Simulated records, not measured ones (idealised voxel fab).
process module | voxel transistor to metal
cross-section cut | 205 nm wide | cells 5 nm
A cross-section is a grid of square cells, given in bands from the top down. A band is one or more rows of cells.
Each band's line starts with the height of the band's top and of its bottom, in nm. Then come its materials from left to right, each with its width in nm. One material with "throughout" fills the band from edge to edge. "air" is empty space.
Height 0 is the level under which the wafer as received is all one material. The lowest band goes on downwards, as in "0 down".
A width such as "30 to 40" changes by the same amount from each row of cells to the next, from the band's top row to its bottom row.
"no change" after a step means that no cell of the cross-section changed.
closed voids: empty space of 8 cells or more with no open way to the top, each as width x height at its distance from the left edge, in nm
after a step's settings: what the simulator itself notes on the step
overlay nm, on a step with a mask: how far to the right of its planned place the mask lay; to the left if negative
plan
1 op RECEIVE | material Si
2 op CONFORMAL_DEP | material SiO2 | thk nm 5
3 op CONFORMAL_DEP | material SiN | thk nm 15
4 op PATTERN | tone cover | mask id ACTIVE | material resist | width nm 105 | thk nm 20 | overlay nm 0
5 op DIRECTIONAL_ETCH | etch materials SiN | depth nm 15
6 op DIRECTIONAL_ETCH | etch materials SiO2 | depth nm 5
7 op DIRECTIONAL_ETCH | etch materials Si | depth nm 30
8 op STRIP | etch materials resist
9 op OXIDIZE | depth nm 5
10 op FILL_DEP | material SiO2 | thk nm 15
11 op CMP | height nm 20
12 op SELECTIVE_ETCH | etch materials SiO2 | depth nm 15
13 op STRIP | etch materials SiN
14 op SELECTIVE_ETCH | etch materials SiO2 | depth nm 5
15 op OXIDIZE | depth nm 5
16 op DIRECTIONAL_DEP | material polySi | thk nm 25
17 op DIRECTIONAL_DEP | material SiCN | thk nm 10
18 op PATTERN | tone cover | mask id GATE | material resist | width nm 25 | thk nm 15 | overlay nm 0
19 op DIRECTIONAL_ETCH | etch materials SiCN | depth nm 20
20 op DIRECTIONAL_ETCH | etch materials polySi | depth nm 35
21 op STRIP | etch materials resist
22 op CONFORMAL_DEP | material SiN | thk nm 10
23 op DIRECTIONAL_ETCH | etch materials SiN | depth nm 10
24 op DIRECTIONAL_ETCH | etch materials SiO2 | depth nm 5
25 op EPI | material nSi | thk nm 5
26 op FILL_DEP | material SiO2 | thk nm 10
27 op CMP | height nm 25
28 op STRIP | etch materials polySi
29 op SELECTIVE_ETCH | etch materials SiO2 | depth nm 5
30 op CONFORMAL_DEP | material HfO2 | thk nm 5
31 op CONFORMAL_DEP | material TiN | thk nm 5
32 op FILL_DEP | material W | thk nm 10
33 op CMP | height nm 20
34 op DIRECTIONAL_DEP | material SiO2 | thk nm 15
35 op MASKED_ETCH | tone open | mask id CONTACT | width nm 15 | pitch nm 80 | etch materials SiO2 | depth nm 35 | overlay nm 0
36 op CONFORMAL_DEP | material TiN | thk nm 5
37 op FILL_DEP | material W | thk nm 5
38 op CMP | height nm 35
39 op DIRECTIONAL_DEP | material TiN | thk nm 5
40 op DIRECTIONAL_DEP | material W | thk nm 15
41 op DIRECTIONAL_DEP | material aC | thk nm 10
42 op PATTERN | tone cover | mask id METAL_1 | material resist | width nm 15 | pitch nm 80 | thk nm 25 | overlay nm 0
43 op DIRECTIONAL_ETCH | etch materials aC | depth nm 10
44 op STRIP | etch materials resist
45 op DIRECTIONAL_ETCH | etch materials W | depth nm 15
46 op DIRECTIONAL_ETCH | etch materials TiN | depth nm 5
47 op STRIP | etch materials aC
48 op CONFORMAL_DEP | material SiCN | thk nm 5
49 op FILL_DEP | material SiO2 | thk nm 10
50 op CMP | height nm 55
51 op CONFORMAL_DEP | material SiCN | thk nm 5
52 op DIRECTIONAL_DEP | material SiO2 | thk nm 30
53 op MASKED_ETCH | tone open | mask id METAL_2 | width nm 15 | pitch nm 80 | etch materials SiO2 | depth nm 20 | overlay nm 0
54 op DIRECTIONAL_DEP | material aC | thk nm 15
55 op PATTERN | tone open | mask id METAL_2_HOLES | material resist | width nm 15 | pitch nm 80 | thk nm 35 | overlay nm 0
56 op DIRECTIONAL_ETCH | etch materials aC | depth nm 15
57 op STRIP | etch materials resist
58 op DIRECTIONAL_ETCH | etch materials SiO2 | depth nm 10
59 op DIRECTIONAL_ETCH | etch materials SiCN | depth nm 5
60 op STRIP | etch materials aC
61 op CONFORMAL_DEP | material TiN | thk nm 5
62 op FILL_DEP | material Cu | thk nm 5
63 op CMP | height nm 90
64 op CONFORMAL_DEP | material SiCN | thk nm 5
first wafer, as planned
as received, after step 1
  0 down: Si throughout
  closed voids: none
after step 2
  5 to 0: SiO2 throughout
  below 0: unchanged
after step 3
  20 to 5: SiN throughout
  below 5: unchanged
after step 4
  40 to 20: air 50 | resist 105 | air 50
  below 20: unchanged
after step 5
  40 to 20: air 50 | resist 105 | air 50
  20 to 5: air 50 | SiN 105 | air 50
  below 5: unchanged
after step 6
  40 to 20: air 50 | resist 105 | air 50
  20 to 5: air 50 | SiN 105 | air 50
  5 to 0: air 50 | SiO2 105 | air 50
  below 0: unchanged
after step 7
  40 to 20: air 50 | resist 105 | air 50
  20 to 5: air 50 | SiN 105 | air 50
  5 to 0: air 50 | SiO2 105 | air 50
  0 to -30: air 50 | Si 105 | air 50
  below -30: unchanged
after step 8
  20 to 5: air 50 | SiN 105 | air 50
  below 5: unchanged
after step 9
  20 to 5: air 50 | SiN 105 | air 50
  5 to 0: air 50 | SiO2 105 | air 50
  0 to -30: air 50 | SiO2 5 | Si 95 | SiO2 5 | air 50
  -30 to -35: SiO2 55 | Si 95 | SiO2 55
  below -35: unchanged
after step 10
  35 to 20: SiO2 throughout
  20 to 5: SiO2 50 | SiN 105 | SiO2 50
  5 to 0: SiO2 throughout
  0 to -35: SiO2 55 | Si 95 | SiO2 55
  below -35: unchanged
after step 11
  20 to 5: SiO2 50 | SiN 105 | SiO2 50
  below 5: unchanged
after step 12
  20 to 5: air 50 | SiN 105 | air 50
  below 5: unchanged
after step 13
  5 to 0: SiO2 throughout
  below 0: unchanged
after step 14
  0 to -35: SiO2 55 | Si 95 | SiO2 55
  below -35: unchanged
after step 15
  0 to -5: SiO2 throughout
  below -5: unchanged
after step 16
  25 to 0: polySi throughout
  below 0: unchanged
after step 17
  35 to 25: SiCN throughout
  below 25: unchanged
after step 18
  50 to 35: air 90 | resist 25 | air 90
  below 35: unchanged
after step 19
  50 to 35: air 90 | resist 25 | air 90
  35 to 25: air 90 | SiCN 25 | air 90
  below 25: unchanged
after step 20
  50 to 35: air 90 | resist 25 | air 90
  35 to 25: air 90 | SiCN 25 | air 90
  25 to 0: air 90 | polySi 25 | air 90
  below 0: unchanged
after step 21
  35 to 25: air 90 | SiCN 25 | air 90
  below 25: unchanged
after step 22
  45 to 35: air 80 | SiN 45 | air 80
  35 to 25: air 80 | SiN 10 | SiCN 25 | SiN 10 | air 80
  25 to 10: air 80 | SiN 10 | polySi 25 | SiN 10 | air 80
  10 to 0: SiN 90 | polySi 25 | SiN 90
  below 0: unchanged
after step 23
  35 to 25: air 80 | SiN 10 | SiCN 25 | SiN 10 | air 80
  25 to 0: air 80 | SiN 10 | polySi 25 | SiN 10 | air 80
  below 0: unchanged
after step 24
  35 to 25: air 80 | SiN 10 | SiCN 25 | SiN 10 | air 80
  25 to 0: air 80 | SiN 10 | polySi 25 | SiN 10 | air 80
  0 to -5: air 80 | SiO2 45 | air 80
  below -5: unchanged
after step 25
  35 to 25: air 80 | SiN 10 | SiCN 25 | SiN 10 | air 80
  25 to 0: air 80 | SiN 10 | polySi 25 | SiN 10 | air 80
  0 to -5: air 50 | nSi 30 | SiO2 45 | nSi 30 | air 50
  below -5: unchanged
after step 26
  45 to 35: SiO2 throughout
  35 to 25: SiO2 80 | SiN 10 | SiCN 25 | SiN 10 | SiO2 80
  25 to 0: SiO2 80 | SiN 10 | polySi 25 | SiN 10 | SiO2 80
  0 to -5: SiO2 50 | nSi 30 | SiO2 45 | nSi 30 | SiO2 50
  below -5: unchanged
after step 27
  25 to 0: SiO2 80 | SiN 10 | polySi 25 | SiN 10 | SiO2 80
  below 0: unchanged
after step 28
  25 to 0: SiO2 80 | SiN 10 | air 25 | SiN 10 | SiO2 80
  below 0: unchanged
after step 29
  25 to 20: air 80 | SiN 10 | air 25 | SiN 10 | air 80
  20 to 0: SiO2 80 | SiN 10 | air 25 | SiN 10 | SiO2 80
  0 to -5: SiO2 50 | nSi 30 | SiO2 5 | air 35 | SiO2 5 | nSi 30 | SiO2 50
  below -5: unchanged
after step 30
  30 to 25: air 75 | HfO2 20 | air 15 | HfO2 20 | air 75
  25 to 20: HfO2 80 | SiN 10 | HfO2 5 | air 15 | HfO2 5 | SiN 10 | HfO2 80
  20 to 0: SiO2 80 | SiN 10 | HfO2 5 | air 15 | HfO2 5 | SiN 10 | SiO2 80
  0 to -5: SiO2 50 | nSi 30 | SiO2 5 | HfO2 35 | SiO2 5 | nSi 30 | SiO2 50
  below -5: unchanged
after step 31
  35 to 30: air 70 | TiN 30 | air 5 | TiN 30 | air 70
  30 to 25: TiN 75 | HfO2 20 | TiN 5 | air 5 | TiN 5 | HfO2 20 | TiN 75
  25 to 20: HfO2 80 | SiN 10 | HfO2 5 | TiN 5 | air 5 | TiN 5 | HfO2 5 | SiN 10 | HfO2 80
  20 to 5: SiO2 80 | SiN 10 | HfO2 5 | TiN 5 | air 5 | TiN 5 | HfO2 5 | SiN 10 | SiO2 80
  5 to 0: SiO2 80 | SiN 10 | HfO2 5 | TiN 15 | HfO2 5 | SiN 10 | SiO2 80
  below 0: unchanged
after step 32
  45 to 35: W throughout
  35 to 30: W 70 | TiN 30 | W 5 | TiN 30 | W 70
  30 to 25: TiN 75 | HfO2 20 | TiN 5 | W 5 | TiN 5 | HfO2 20 | TiN 75
  25 to 20: HfO2 80 | SiN 10 | HfO2 5 | TiN 5 | W 5 | TiN 5 | HfO2 5 | SiN 10 | HfO2 80
  20 to 5: SiO2 80 | SiN 10 | HfO2 5 | TiN 5 | W 5 | TiN 5 | HfO2 5 | SiN 10 | SiO2 80
  below 5: unchanged
after step 33
  20 to 5: SiO2 80 | SiN 10 | HfO2 5 | TiN 5 | W 5 | TiN 5 | HfO2 5 | SiN 10 | SiO2 80
  below 5: unchanged
after step 34
  35 to 20: SiO2 throughout
  below 20: unchanged
after step 35
  35 to 20: SiO2 55 | air 15 | SiO2 65 | air 15 | SiO2 55
  20 to 5: SiO2 55 | air 15 | SiO2 10 | SiN 10 | HfO2 5 | TiN 5 | W 5 | TiN 5 | HfO2 5 | SiN 10 | SiO2 10 | air 15 | SiO2 55
  5 to 0: SiO2 55 | air 15 | SiO2 10 | SiN 10 | HfO2 5 | TiN 15 | HfO2 5 | SiN 10 | SiO2 10 | air 15 | SiO2 55
  below 0: unchanged
after step 36
  40 to 35: TiN 60 | air 5 | TiN 75 | air 5 | TiN 60
  35 to 20: SiO2 55 | TiN 5 | air 5 | TiN 5 | SiO2 65 | TiN 5 | air 5 | TiN 5 | SiO2 55
  20 to 5: SiO2 55 | TiN 5 | air 5 | TiN 5 | SiO2 10 | SiN 10 | HfO2 5 | TiN 5 | W 5 | TiN 5 | HfO2 5 | SiN 10 | SiO2 10 | TiN 5 | air 5 | TiN 5 | SiO2 55
  5 to 0: SiO2 55 | TiN 15 | SiO2 10 | SiN 10 | HfO2 5 | TiN 15 | HfO2 5 | SiN 10 | SiO2 10 | TiN 15 | SiO2 55
  below 0: unchanged
after step 37
  45 to 40: W throughout
  40 to 35: TiN 60 | W 5 | TiN 75 | W 5 | TiN 60
  35 to 20: SiO2 55 | TiN 5 | W 5 | TiN 5 | SiO2 65 | TiN 5 | W 5 | TiN 5 | SiO2 55
  20 to 5: SiO2 55 | TiN 5 | W 5 | TiN 5 | SiO2 10 | SiN 10 | HfO2 5 | TiN 5 | W 5 | TiN 5 | HfO2 5 | SiN 10 | SiO2 10 | TiN 5 | W 5 | TiN 5 | SiO2 55
  below 5: unchanged
after step 38
  35 to 20: SiO2 55 | TiN 5 | W 5 | TiN 5 | SiO2 65 | TiN 5 | W 5 | TiN 5 | SiO2 55
  below 20: unchanged
after step 39
  40 to 35: TiN throughout
  below 35: unchanged
after step 40
  55 to 40: W throughout
  below 40: unchanged
after step 41
  65 to 55: aC throughout
  below 55: unchanged
after step 42
  90 to 65: air 55 | resist 15 | air 65 | resist 15 | air 55
  below 65: unchanged
after step 43
  80 to 65: air 55 | resist 15 | air 65 | resist 15 | air 55
  65 to 55: air 55 | aC 15 | air 65 | aC 15 | air 55
  below 55: unchanged
after step 44
  65 to 55: air 55 | aC 15 | air 65 | aC 15 | air 55
  below 55: unchanged
after step 45
  65 to 55: air 55 | aC 15 | air 65 | aC 15 | air 55
  55 to 40: air 55 | W 15 | air 65 | W 15 | air 55
  below 40: unchanged
after step 46
  65 to 55: air 55 | aC 15 | air 65 | aC 15 | air 55
  55 to 40: air 55 | W 15 | air 65 | W 15 | air 55
  40 to 35: air 55 | TiN 15 | air 65 | TiN 15 | air 55
  below 35: unchanged
after step 47
  55 to 40: air 55 | W 15 | air 65 | W 15 | air 55
  below 40: unchanged
after step 48
  60 to 55: air 50 | SiCN 25 | air 55 | SiCN 25 | air 50
  55 to 40: air 50 | SiCN 5 | W 15 | SiCN 5 | air 55 | SiCN 5 | W 15 | SiCN 5 | air 50
  40 to 35: SiCN 55 | TiN 15 | SiCN 65 | TiN 15 | SiCN 55
  below 35: unchanged
after step 49
  70 to 60: SiO2 throughout
  60 to 55: SiO2 50 | SiCN 25 | SiO2 55 | SiCN 25 | SiO2 50
  55 to 40: SiO2 50 | SiCN 5 | W 15 | SiCN 5 | SiO2 55 | SiCN 5 | W 15 | SiCN 5 | SiO2 50
  below 40: unchanged
after step 50
  55 to 40: SiO2 50 | SiCN 5 | W 15 | SiCN 5 | SiO2 55 | SiCN 5 | W 15 | SiCN 5 | SiO2 50
  below 40: unchanged
after step 51
  60 to 55: SiCN throughout
  below 55: unchanged
after step 52
  90 to 60: SiO2 throughout
  below 60: unchanged
after step 53
  90 to 70: SiO2 55 | air 15 | SiO2 65 | air 15 | SiO2 55
  below 70: unchanged
after step 54
  105 to 90: aC 55 | air 15 | aC 65 | air 15 | aC 55
  90 to 85: SiO2 55 | air 15 | SiO2 65 | air 15 | SiO2 55
  85 to 70: SiO2 55 | aC 15 | SiO2 65 | aC 15 | SiO2 55
  below 70: unchanged
after step 55
  140 to 105: resist 55 | air 15 | resist 65 | air 15 | resist 55
  below 105: unchanged
after step 56
  125 to 105: resist 55 | air 15 | resist 65 | air 15 | resist 55
  105 to 90: aC 55 | air 15 | aC 65 | air 15 | aC 55
  90 to 70: SiO2 55 | air 15 | SiO2 65 | air 15 | SiO2 55
  below 70: unchanged
after step 57
  105 to 90: aC 55 | air 15 | aC 65 | air 15 | aC 55
  below 90: unchanged
after step 58
  105 to 90: aC 55 | air 15 | aC 65 | air 15 | aC 55
  90 to 60: SiO2 55 | air 15 | SiO2 65 | air 15 | SiO2 55
  below 60: unchanged
after step 59
  105 to 90: aC 55 | air 15 | aC 65 | air 15 | aC 55
  90 to 60: SiO2 55 | air 15 | SiO2 65 | air 15 | SiO2 55
  60 to 55: SiCN 55 | air 15 | SiCN 65 | air 15 | SiCN 55
  below 55: unchanged
after step 60
  90 to 60: SiO2 55 | air 15 | SiO2 65 | air 15 | SiO2 55
  below 60: unchanged
after step 61
  95 to 90: TiN 60 | air 5 | TiN 75 | air 5 | TiN 60
  90 to 60: SiO2 55 | TiN 5 | air 5 | TiN 5 | SiO2 65 | TiN 5 | air 5 | TiN 5 | SiO2 55
  60 to 55: SiCN 55 | TiN 15 | SiCN 65 | TiN 15 | SiCN 55
  below 55: unchanged
after step 62
  100 to 95: Cu throughout
  95 to 90: TiN 60 | Cu 5 | TiN 75 | Cu 5 | TiN 60
  90 to 60: SiO2 55 | TiN 5 | Cu 5 | TiN 5 | SiO2 65 | TiN 5 | Cu 5 | TiN 5 | SiO2 55
  below 60: unchanged
after step 63
  90 to 60: SiO2 55 | TiN 5 | Cu 5 | TiN 5 | SiO2 65 | TiN 5 | Cu 5 | TiN 5 | SiO2 55
  below 60: unchanged
after step 64
  95 to 90: SiCN throughout
  below 90: unchanged
second wafer: like start, like plan, one mistake. Through step 12 it matches the first wafer
when step 13 should have ended
  20 to 5: air 50 | SiN 105 | air 50
  5 to 0: air 55 | SiO2 95 | air 55
  below 0: unchanged
when step 14 should have ended
  5 to 0: air 55 | SiO2 95 | air 55
  below 0: unchanged
when step 15 should have ended: no change
when step 16 should have ended
  30 to 25: air 55 | polySi 95 | air 55
  25 to 5: polySi throughout
  5 to 0: polySi 55 | SiO2 95 | polySi 55
  below 0: unchanged
when step 17 should have ended
  40 to 35: air 55 | SiCN 95 | air 55
  35 to 30: SiCN throughout
  30 to 25: SiCN 55 | polySi 95 | SiCN 55
  below 25: unchanged
when step 18 should have ended
  55 to 40: air 90 | resist 25 | air 90
  below 40: unchanged
when step 19 should have ended
  55 to 40: air 90 | resist 25 | air 90
  40 to 30: air 90 | SiCN 25 | air 90
  30 to 25: air 55 | polySi 95 | air 55
  below 25: unchanged
when step 20 should have ended
  55 to 40: air 90 | resist 25 | air 90
  40 to 30: air 90 | SiCN 25 | air 90
  30 to 5: air 90 | polySi 25 | air 90
  5 to 0: air 55 | SiO2 95 | air 55
  below 0: unchanged
when step 21 should have ended
  40 to 30: air 90 | SiCN 25 | air 90
  below 30: unchanged
when step 22 should have ended
  50 to 40: air 80 | SiN 45 | air 80
  40 to 30: air 80 | SiN 10 | SiCN 25 | SiN 10 | air 80
  30 to 15: air 80 | SiN 10 | polySi 25 | SiN 10 | air 80
  15 to 10: air 45 | SiN 45 | polySi 25 | SiN 45 | air 45
  10 to 5: SiN 90 | polySi 25 | SiN 90
  5 to 0: SiN 55 | SiO2 95 | SiN 55
  below 0: unchanged
when step 23 should have ended
  40 to 30: air 80 | SiN 10 | SiCN 25 | SiN 10 | air 80
  30 to 5: air 80 | SiN 10 | polySi 25 | SiN 10 | air 80
  5 to 0: air 45 | SiN 10 | SiO2 95 | SiN 10 | air 45
  below 0: unchanged
when step 24 should have ended
  40 to 30: air 80 | SiN 10 | SiCN 25 | SiN 10 | air 80
  30 to 5: air 80 | SiN 10 | polySi 25 | SiN 10 | air 80
  5 to 0: air 45 | SiN 10 | air 25 | SiO2 45 | air 25 | SiN 10 | air 45
  0 to -5: air 45 | SiO2 10 | Si 95 | SiO2 10 | air 45
  below -5: unchanged
when step 25 should have ended
  40 to 30: air 80 | SiN 10 | SiCN 25 | SiN 10 | air 80
  30 to 5: air 80 | SiN 10 | polySi 25 | SiN 10 | air 80
  5 to 0: air 45 | SiN 10 | nSi 25 | SiO2 45 | nSi 25 | SiN 10 | air 45
  below 0: unchanged
when step 26 should have ended
  50 to 40: SiO2 throughout
  40 to 30: SiO2 80 | SiN 10 | SiCN 25 | SiN 10 | SiO2 80
  30 to 5: SiO2 80 | SiN 10 | polySi 25 | SiN 10 | SiO2 80
  5 to 0: SiO2 45 | SiN 10 | nSi 25 | SiO2 45 | nSi 25 | SiN 10 | SiO2 45
  0 to -35: SiO2 55 | Si 95 | SiO2 55
  below -35: unchanged
when step 27 should have ended
  25 to 5: SiO2 80 | SiN 10 | polySi 25 | SiN 10 | SiO2 80
  below 5: unchanged
when step 28 should have ended
  25 to 5: SiO2 80 | SiN 10 | air 25 | SiN 10 | SiO2 80
  below 5: unchanged
when step 29 should have ended
  25 to 20: air 80 | SiN 10 | air 25 | SiN 10 | air 80
  20 to 5: SiO2 80 | SiN 10 | air 25 | SiN 10 | SiO2 80
  5 to 0: SiO2 45 | SiN 10 | nSi 25 | SiO2 5 | air 35 | SiO2 5 | nSi 25 | SiN 10 | SiO2 45
  below 0: unchanged
when step 30 should have ended
  30 to 25: air 75 | HfO2 20 | air 15 | HfO2 20 | air 75
  25 to 20: HfO2 80 | SiN 10 | HfO2 5 | air 15 | HfO2 5 | SiN 10 | HfO2 80
  20 to 5: SiO2 80 | SiN 10 | HfO2 5 | air 15 | HfO2 5 | SiN 10 | SiO2 80
  5 to 0: SiO2 45 | SiN 10 | nSi 25 | SiO2 5 | HfO2 35 | SiO2 5 | nSi 25 | SiN 10 | SiO2 45
  below 0: unchanged
when step 31 should have ended
  35 to 30: air 70 | TiN 30 | air 5 | TiN 30 | air 70
  30 to 25: TiN 75 | HfO2 20 | TiN 5 | air 5 | TiN 5 | HfO2 20 | TiN 75
  25 to 20: HfO2 80 | SiN 10 | HfO2 5 | TiN 5 | air 5 | TiN 5 | HfO2 5 | SiN 10 | HfO2 80
  20 to 10: SiO2 80 | SiN 10 | HfO2 5 | TiN 5 | air 5 | TiN 5 | HfO2 5 | SiN 10 | SiO2 80
  10 to 5: SiO2 80 | SiN 10 | HfO2 5 | TiN 15 | HfO2 5 | SiN 10 | SiO2 80
  below 5: unchanged
when step 32 should have ended
  45 to 35: W throughout
  35 to 30: W 70 | TiN 30 | W 5 | TiN 30 | W 70
  30 to 25: TiN 75 | HfO2 20 | TiN 5 | W 5 | TiN 5 | HfO2 20 | TiN 75
  25 to 20: HfO2 80 | SiN 10 | HfO2 5 | TiN 5 | W 5 | TiN 5 | HfO2 5 | SiN 10 | HfO2 80
  20 to 10: SiO2 80 | SiN 10 | HfO2 5 | TiN 5 | W 5 | TiN 5 | HfO2 5 | SiN 10 | SiO2 80
  below 10: unchanged
when step 33 should have ended
  20 to 10: SiO2 80 | SiN 10 | HfO2 5 | TiN 5 | W 5 | TiN 5 | HfO2 5 | SiN 10 | SiO2 80
  below 10: unchanged
when step 34 should have ended
  35 to 20: SiO2 throughout
  below 20: unchanged
when step 35 should have ended
  35 to 20: SiO2 55 | air 15 | SiO2 65 | air 15 | SiO2 55
  20 to 10: SiO2 55 | air 15 | SiO2 10 | SiN 10 | HfO2 5 | TiN 5 | W 5 | TiN 5 | HfO2 5 | SiN 10 | SiO2 10 | air 15 | SiO2 55
  10 to 5: SiO2 55 | air 15 | SiO2 10 | SiN 10 | HfO2 5 | TiN 15 | HfO2 5 | SiN 10 | SiO2 10 | air 15 | SiO2 55
  below 5: unchanged
when step 36 should have ended
  40 to 35: TiN 60 | air 5 | TiN 75 | air 5 | TiN 60
  35 to 20: SiO2 55 | TiN 5 | air 5 | TiN 5 | SiO2 65 | TiN 5 | air 5 | TiN 5 | SiO2 55
  20 to 10: SiO2 55 | TiN 5 | air 5 | TiN 5 | SiO2 10 | SiN 10 | HfO2 5 | TiN 5 | W 5 | TiN 5 | HfO2 5 | SiN 10 | SiO2 10 | TiN 5 | air 5 | TiN 5 | SiO2 55
  10 to 5: SiO2 55 | TiN 15 | SiO2 10 | SiN 10 | HfO2 5 | TiN 15 | HfO2 5 | SiN 10 | SiO2 10 | TiN 15 | SiO2 55
  below 5: unchanged
when step 37 should have ended
  45 to 40: W throughout
  40 to 35: TiN 60 | W 5 | TiN 75 | W 5 | TiN 60
  35 to 20: SiO2 55 | TiN 5 | W 5 | TiN 5 | SiO2 65 | TiN 5 | W 5 | TiN 5 | SiO2 55
  20 to 10: SiO2 55 | TiN 5 | W 5 | TiN 5 | SiO2 10 | SiN 10 | HfO2 5 | TiN 5 | W 5 | TiN 5 | HfO2 5 | SiN 10 | SiO2 10 | TiN 5 | W 5 | TiN 5 | SiO2 55
  below 10: unchanged
when step 38 should have ended
  35 to 20: SiO2 55 | TiN 5 | W 5 | TiN 5 | SiO2 65 | TiN 5 | W 5 | TiN 5 | SiO2 55
  below 20: unchanged
when step 39 should have ended
  40 to 35: TiN throughout
  below 35: unchanged
when step 40 should have ended
  55 to 40: W throughout
  below 40: unchanged
when step 41 should have ended
  65 to 55: aC throughout
  below 55: unchanged
when step 42 should have ended
  90 to 65: air 55 | resist 15 | air 65 | resist 15 | air 55
  below 65: unchanged
when step 43 should have ended
  80 to 65: air 55 | resist 15 | air 65 | resist 15 | air 55
  65 to 55: air 55 | aC 15 | air 65 | aC 15 | air 55
  below 55: unchanged
when step 44 should have ended
  65 to 55: air 55 | aC 15 | air 65 | aC 15 | air 55
  below 55: unchanged
when step 45 should have ended
  65 to 55: air 55 | aC 15 | air 65 | aC 15 | air 55
  55 to 40: air 55 | W 15 | air 65 | W 15 | air 55
  below 40: unchanged
when step 46 should have ended
  65 to 55: air 55 | aC 15 | air 65 | aC 15 | air 55
  55 to 40: air 55 | W 15 | air 65 | W 15 | air 55
  40 to 35: air 55 | TiN 15 | air 65 | TiN 15 | air 55
  below 35: unchanged
when step 47 should have ended
  55 to 40: air 55 | W 15 | air 65 | W 15 | air 55
  below 40: unchanged
when step 48 should have ended
  60 to 55: air 50 | SiCN 25 | air 55 | SiCN 25 | air 50
  55 to 40: air 50 | SiCN 5 | W 15 | SiCN 5 | air 55 | SiCN 5 | W 15 | SiCN 5 | air 50
  40 to 35: SiCN 55 | TiN 15 | SiCN 65 | TiN 15 | SiCN 55
  below 35: unchanged
when step 49 should have ended
  70 to 60: SiO2 throughout
  60 to 55: SiO2 50 | SiCN 25 | SiO2 55 | SiCN 25 | SiO2 50
  55 to 40: SiO2 50 | SiCN 5 | W 15 | SiCN 5 | SiO2 55 | SiCN 5 | W 15 | SiCN 5 | SiO2 50
  below 40: unchanged
when step 50 should have ended
  55 to 40: SiO2 50 | SiCN 5 | W 15 | SiCN 5 | SiO2 55 | SiCN 5 | W 15 | SiCN 5 | SiO2 50
  below 40: unchanged
when step 51 should have ended
  60 to 55: SiCN throughout
  below 55: unchanged
when step 52 should have ended
  90 to 60: SiO2 throughout
  below 60: unchanged
when step 53 should have ended
  90 to 70: SiO2 55 | air 15 | SiO2 65 | air 15 | SiO2 55
  below 70: unchanged
when step 54 should have ended
  105 to 90: aC 55 | air 15 | aC 65 | air 15 | aC 55
  90 to 85: SiO2 55 | air 15 | SiO2 65 | air 15 | SiO2 55
  85 to 70: SiO2 55 | aC 15 | SiO2 65 | aC 15 | SiO2 55
  below 70: unchanged
when step 55 should have ended
  140 to 105: resist 55 | air 15 | resist 65 | air 15 | resist 55
  below 105: unchanged
when step 56 should have ended
  125 to 105: resist 55 | air 15 | resist 65 | air 15 | resist 55
  105 to 90: aC 55 | air 15 | aC 65 | air 15 | aC 55
  90 to 70: SiO2 55 | air 15 | SiO2 65 | air 15 | SiO2 55
  below 70: unchanged
when step 57 should have ended
  105 to 90: aC 55 | air 15 | aC 65 | air 15 | aC 55
  below 90: unchanged
when step 58 should have ended
  105 to 90: aC 55 | air 15 | aC 65 | air 15 | aC 55
  90 to 60: SiO2 55 | air 15 | SiO2 65 | air 15 | SiO2 55
  below 60: unchanged
when step 59 should have ended
  105 to 90: aC 55 | air 15 | aC 65 | air 15 | aC 55
  90 to 60: SiO2 55 | air 15 | SiO2 65 | air 15 | SiO2 55
  60 to 55: SiCN 55 | air 15 | SiCN 65 | air 15 | SiCN 55
  below 55: unchanged
when step 60 should have ended
  90 to 60: SiO2 55 | air 15 | SiO2 65 | air 15 | SiO2 55
  below 60: unchanged
when step 61 should have ended
  95 to 90: TiN 60 | air 5 | TiN 75 | air 5 | TiN 60
  90 to 60: SiO2 55 | TiN 5 | air 5 | TiN 5 | SiO2 65 | TiN 5 | air 5 | TiN 5 | SiO2 55
  60 to 55: SiCN 55 | TiN 15 | SiCN 65 | TiN 15 | SiCN 55
  below 55: unchanged
when step 62 should have ended
  100 to 95: Cu throughout
  95 to 90: TiN 60 | Cu 5 | TiN 75 | Cu 5 | TiN 60
  90 to 60: SiO2 55 | TiN 5 | Cu 5 | TiN 5 | SiO2 65 | TiN 5 | Cu 5 | TiN 5 | SiO2 55
  below 60: unchanged
when step 63 should have ended
  90 to 60: SiO2 55 | TiN 5 | Cu 5 | TiN 5 | SiO2 65 | TiN 5 | Cu 5 | TiN 5 | SiO2 55
  below 60: unchanged
when step 64 should have ended
  95 to 90: SiCN throughout
  below 90: unchanged
what went wrong: steps 13 and 14 were swapped
at the end the second wafer has, in cells: 2 fewer of HfO2 | 19 more of Si | 6 fewer of SiO2 | 6 fewer of TiN | 3 fewer of W | 2 fewer of nSi
